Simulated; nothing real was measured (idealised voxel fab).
Presented below is a process module, voxel transistor to metal.
Xsec cut, 275 nm wide, square cell size 5 nm.
When this document writes out a cross-section, it uses a grid of square cells and lists it as bands, beginning at the top and moving down, with a band standing for one or more rows of cells.
Within each band entry, the heights of the top and of the bottom of the band appear first, in that order and in nm; the materials of the band then follow from left to right, each with its corresponding width in nm. The designation "throughout" on a single material indicates that it fills the band from edge to edge; the designation "air" indicates empty space.
Heights are expressed relative to 0, this being the level below which the as-received wafer comprises one material exclusively. The lowest band is unbounded in the downward direction and is denoted as in "0 down".
Read "30->40" as a graded width: first number on top, second number at the bottom, same change between each pair of neighbouring rows.
Reading "identical to before" for a step: not a cell of the cross-section changed in it.
"Trapped voids" means: voids of 8 cells or more that are shut off from the top with no open way through. Written width x height at distance, distance from the left edge, in nm.
Anything after a step's settings on that line? It's the simulator's own note about the step.
What "overlay nm" on a step's line means: if the step has a mask, that mask lay this far to the right of its planned place, or, when the value is negative, to the left.
### This section lists the process steps that were planned
1) RECEIVE | material Si
2) OXIDIZE | depth nm 5
3) CONFORMAL_DEP | material SiN | thk nm 15
4) PATTERN | tone cover | mask id ACTIVE | material resist | width nm 100 | pitch nm 125 | thk nm 15 | overlay nm 0
5) DIRECTIONAL_ETCH | etch materials SiN | depth nm 15
6) DIRECTIONAL_ETCH | etch materials SiO2 | depth nm 5
7) DIRECTIONAL_ETCH | etch materials Si | depth nm 35
8) STRIP | etch materials resist
9) FILL_DEP | material SiO2 | thk nm 10
10) CMP | height nm 15
11) SELECTIVE_ETCH | etch materials SiO2 | depth nm 10
12) STRIP | etch materials SiN
13) SELECTIVE_ETCH | etch materials SiO2 | depth nm 5
14) OXIDIZE | depth nm 5
15) DIRECTIONAL_DEP | material polySi | thk nm 30
16) DIRECTIONAL_DEP | material SiCN | thk nm 10
17) PATTERN | tone cover | mask id GATE | material resist | width nm 20 | pitch nm 125 | thk nm 15 | overlay nm 0
18) DIRECTIONAL_ETCH | etch materials SiCN | depth nm 20
19) DIRECTIONAL_ETCH | etch materials polySi | depth nm 40
20) STRIP | etch materials resist
21) CONFORMAL_DEP | material SiO2 | thk nm 5
22) DIRECTIONAL_ETCH | etch materials SiO2 | depth nm 5
23) CONFORMAL_DEP | material SiN | thk nm 10
24) DIRECTIONAL_ETCH | etch materials SiN | depth nm 10
25) DIRECTIONAL_ETCH | etch materials SiO2 | depth nm 5
26) EPI | material pSi | thk nm 5
27) FILL_DEP | material SiO2 | thk nm 5
28) CMP | height nm 35
29) DIRECTIONAL_DEP | material SiO2 | thk nm 15
30) PATTERN | tone open | mask id CONTACT | material resist | width nm 15 | thk nm 20 | overlay nm 0
31) DIRECTIONAL_ETCH | etch materials SiO2 | depth nm 55
32) STRIP | etch materials resist
33) CONFORMAL_DEP | material TiN | thk nm 5
34) FILL_DEP | material Ru | thk nm 10
35) CMP | height nm 50
36) CONFORMAL_DEP | material SiN | thk nm 5
37) DIRECTIONAL_DEP | material SiO2 | thk nm 15
38) MASKED_ETCH | tone open | mask id METAL_1 | width nm 15 | etch materials SiO2 | depth nm 15 | overlay nm 0
39) MASKED_ETCH | tone open | mask id METAL_1 | width nm 15 | etch materials SiN | depth nm 5 | overlay nm 0
40) CONFORMAL_DEP | material TiN | thk nm 5
41) FILL_DEP | material Cu | thk nm 10
42) CMP | height nm 70
43) EPI | material Ru | thk nm 5
44) FILL_DEP | material SiCN | thk nm 5
45) DIRECTIONAL_DEP | material lowk | thk nm 35
46) DIRECTIONAL_DEP | material aC | thk nm 15
47) PATTERN | tone open | mask id METAL_2 | material resist | width nm 15 | pitch nm 125 | thk nm 35 | overlay nm 0
48) DIRECTIONAL_ETCH | etch materials aC | depth nm 15
49) STRIP | etch materials resist
50) DIRECTIONAL_ETCH | etch materials lowk | depth nm 20
51) STRIP | etch materials aC
52) PATTERN | tone open | mask id METAL_2_HOLES | material resist | width nm 15 | pitch nm 125 | thk nm 15 | overlay nm 0
53) DIRECTIONAL_ETCH | etch materials lowk | depth nm 15
54) DIRECTIONAL_ETCH | etch materials SiCN | depth nm 5
55) STRIP | etch materials resist
56) CONFORMAL_DEP | material TiN | thk nm 5
57) FILL_DEP | material Cu | thk nm 5
58) CMP | height nm 115
59) CONFORMAL_DEP | material SiN | thk nm 5
The width nm used in step 38 is not the same on every wafer, whereas the starting condition is; the value printed in the plan is the first wafer's.
### First of several wafers, received after step 1, in cross-section
- 0 down: Si throughout
- Trapped voids: none
### Module end state after final step 59: cross-section of the first of several wafers
- 120 to 115: SiN throughout
- 115 to 80: lowk: 30, TiN: 5, Cu: 5, TiN: 5, lowk: 110, TiN: 5, Cu: 5, TiN: 5, lowk: 105
- 80 to 75: SiCN: 30, TiN: 15, SiCN: 110, TiN: 15, SiCN: 105
- 75 to 70: SiCN: 25, Ru: 25, SiCN: 50, Ru: 25, SiCN: 25, Ru: 25, SiCN: 50, Ru: 25, SiCN: 25
- 70 to 55: SiO2: 30, TiN: 5, Cu: 5, TiN: 5, SiO2: 60, TiN: 5, Cu: 5, TiN: 5, SiO2: 35, TiN: 5, Cu: 5, TiN: 5, SiO2: 60, TiN: 5, Cu: 5, TiN: 5, SiO2: 30
- 55 to 50: SiN: 30, TiN: 15, SiN: 60, TiN: 15, SiN: 35, TiN: 15, SiN: 60, TiN: 15, SiN: 30
- 50 to 35: SiO2: 30, TiN: 5, Ru: 5, TiN: 5, SiO2: 60, TiN: 5, Ru: 5, TiN: 5, SiO2: 35, TiN: 5, Ru: 5, TiN: 5, SiO2: 60, TiN: 5, Ru: 5, TiN: 5, SiO2: 30
- 35 to 25: SiO2: 30, TiN: 5, Ru: 5, TiN: 5, SiO2: 5, SiN: 10, SiO2: 5, SiCN: 20, SiO2: 5, SiN: 10, SiO2: 5, TiN: 5, Ru: 5, TiN: 5, SiO2: 35, TiN: 5, Ru: 5, TiN: 5, SiO2: 5, SiN: 10, SiO2: 5, SiCN: 20, SiO2: 5, SiN: 10, SiO2: 5, TiN: 5, Ru: 5, TiN: 5, SiO2: 30
- 25 to 5: SiO2: 30, TiN: 5, Ru: 5, TiN: 5, SiO2: 5, SiN: 10, SiO2: 5, polySi: 20, SiO2: 5, SiN: 10, SiO2: 5, TiN: 5, Ru: 5, TiN: 5, SiO2: 35, TiN: 5, Ru: 5, TiN: 5, SiO2: 5, SiN: 10, SiO2: 5, polySi: 20, SiO2: 5, SiN: 10, SiO2: 5, TiN: 5, Ru: 5, TiN: 5, SiO2: 30
- 5 to 0: SiO2: 30, TiN: 15, SiO2: 5, SiN: 10, SiO2: 5, polySi: 20, SiO2: 5, SiN: 10, SiO2: 5, TiN: 15, SiO2: 35, TiN: 15, SiO2: 5, SiN: 10, SiO2: 5, polySi: 20, SiO2: 5, SiN: 10, SiO2: 5, TiN: 15, SiO2: 30
- 0 to -5: SiO2: 25, SiN: 10, TiN: 10, SiO2: 5, SiN: 10, SiO2: 5, polySi: 20, SiO2: 5, SiN: 10, SiO2: 5, TiN: 10, SiN: 10, SiO2: 25, SiN: 10, TiN: 10, SiO2: 5, SiN: 10, SiO2: 5, polySi: 20, SiO2: 5, SiN: 10, SiO2: 5, TiN: 10, SiN: 10, SiO2: 25
- -5 to -10: SiO2: 35, pSi: 15, SiO2: 50, pSi: 15, SiO2: 45, pSi: 15, SiO2: 50, pSi: 15, SiO2: 35
- -10 to -40: SiO2: 25, Si: 100, SiO2: 25, Si: 100, SiO2: 25
- -40 down: Si throughout
- Trapped voids: none
### Cross-section, last wafer, module completion
- 120 to 115: SiN throughout
- 115 to 80: lowk: 30, TiN: 5, Cu: 5, TiN: 5, lowk: 110, TiN: 5, Cu: 5, TiN: 5, lowk: 105
- 80 to 75: SiCN: 30, TiN: 15, SiCN: 110, TiN: 15, SiCN: 105
- 75 to 70: SiCN: 20, Ru: 40, SiCN: 35, Ru: 40, SiCN: 10, Ru: 40, SiCN: 35, Ru: 40, SiCN: 15
- 70 to 60: SiO2: 25, TiN: 5, Cu: 20, TiN: 5, SiO2: 45, TiN: 5, Cu: 20, TiN: 5, SiO2: 20, TiN: 5, Cu: 20, TiN: 5, SiO2: 45, TiN: 5, Cu: 20, TiN: 5, SiO2: 20
- 60 to 55: SiO2: 25, TiN: 10, Cu: 5, TiN: 15, SiO2: 45, TiN: 10, Cu: 5, TiN: 15, SiO2: 20, TiN: 10, Cu: 5, TiN: 15, SiO2: 45, TiN: 10, Cu: 5, TiN: 15, SiO2: 20
- 55 to 50: SiN: 30, TiN: 15, SiN: 60, TiN: 15, SiN: 35, TiN: 15, SiN: 60, TiN: 15, SiN: 30
- 50 to 35: SiO2: 30, TiN: 5, Ru: 5, TiN: 5, SiO2: 60, TiN: 5, Ru: 5, TiN: 5, SiO2: 35, TiN: 5, Ru: 5, TiN: 5, SiO2: 60, TiN: 5, Ru: 5, TiN: 5, SiO2: 30
- 35 to 25: SiO2: 30, TiN: 5, Ru: 5, TiN: 5, SiO2: 5, SiN: 10, SiO2: 5, SiCN: 20, SiO2: 5, SiN: 10, SiO2: 5, TiN: 5, Ru: 5, TiN: 5, SiO2: 35, TiN: 5, Ru: 5, TiN: 5, SiO2: 5, SiN: 10, SiO2: 5, SiCN: 20, SiO2: 5, SiN: 10, SiO2: 5, TiN: 5, Ru: 5, TiN: 5, SiO2: 30
- 25 to 5: SiO2: 30, TiN: 5, Ru: 5, TiN: 5, SiO2: 5, SiN: 10, SiO2: 5, polySi: 20, SiO2: 5, SiN: 10, SiO2: 5, TiN: 5, Ru: 5, TiN: 5, SiO2: 35, TiN: 5, Ru: 5, TiN: 5, SiO2: 5, SiN: 10, SiO2: 5, polySi: 20, SiO2: 5, SiN: 10, SiO2: 5, TiN: 5, Ru: 5, TiN: 5, SiO2: 30
- 5 to 0: SiO2: 30, TiN: 15, SiO2: 5, SiN: 10, SiO2: 5, polySi: 20, SiO2: 5, SiN: 10, SiO2: 5, TiN: 15, SiO2: 35, TiN: 15, SiO2: 5, SiN: 10, SiO2: 5, polySi: 20, SiO2: 5, SiN: 10, SiO2: 5, TiN: 15, SiO2: 30
- 0 to -5: SiO2: 25, SiN: 10, TiN: 10, SiO2: 5, SiN: 10, SiO2: 5, polySi: 20, SiO2: 5, SiN: 10, SiO2: 5, TiN: 10, SiN: 10, SiO2: 25, SiN: 10, TiN: 10, SiO2: 5, SiN: 10, SiO2: 5, polySi: 20, SiO2: 5, SiN: 10, SiO2: 5, TiN: 10, SiN: 10, SiO2: 25
- -5 to -10: SiO2: 35, pSi: 15, SiO2: 50, pSi: 15, SiO2: 45, pSi: 15, SiO2: 50, pSi: 15, SiO2: 35
- -10 to -40: SiO2: 25, Si: 100, SiO2: 25, Si: 100, SiO2: 25
- -40 down: Si throughout
- Trapped voids: none
### wafer rows; end of module; cells per material since receipt: (+) gained, (-) lost; then closed voids
width nm 15, +26 Cu, +56 Ru, -200 Si, +100 SiCN, +170 SiN, +603 SiO2, +162 TiN, +343 lowk, +12 pSi, +48 polySi, Trapped voids: none
width nm 20, +34 Cu, +60 Ru, -200 Si, +96 SiCN, +170 SiN, +591 SiO2, +166 TiN, +343 lowk, +12 pSi, +48 polySi, Trapped voids: none
width nm 25, +42 Cu, +64 Ru, -200 Si, +92 SiCN, +170 SiN, +579 SiO2, +170 TiN, +343 lowk, +12 pSi, +48 polySi, Trapped voids: none
width nm 30, +50 Cu, +68 Ru, -200 Si, +88 SiCN, +170 SiN, +567 SiO2, +174 TiN, +343 lowk, +12 pSi, +48 polySi, Trapped voids: none
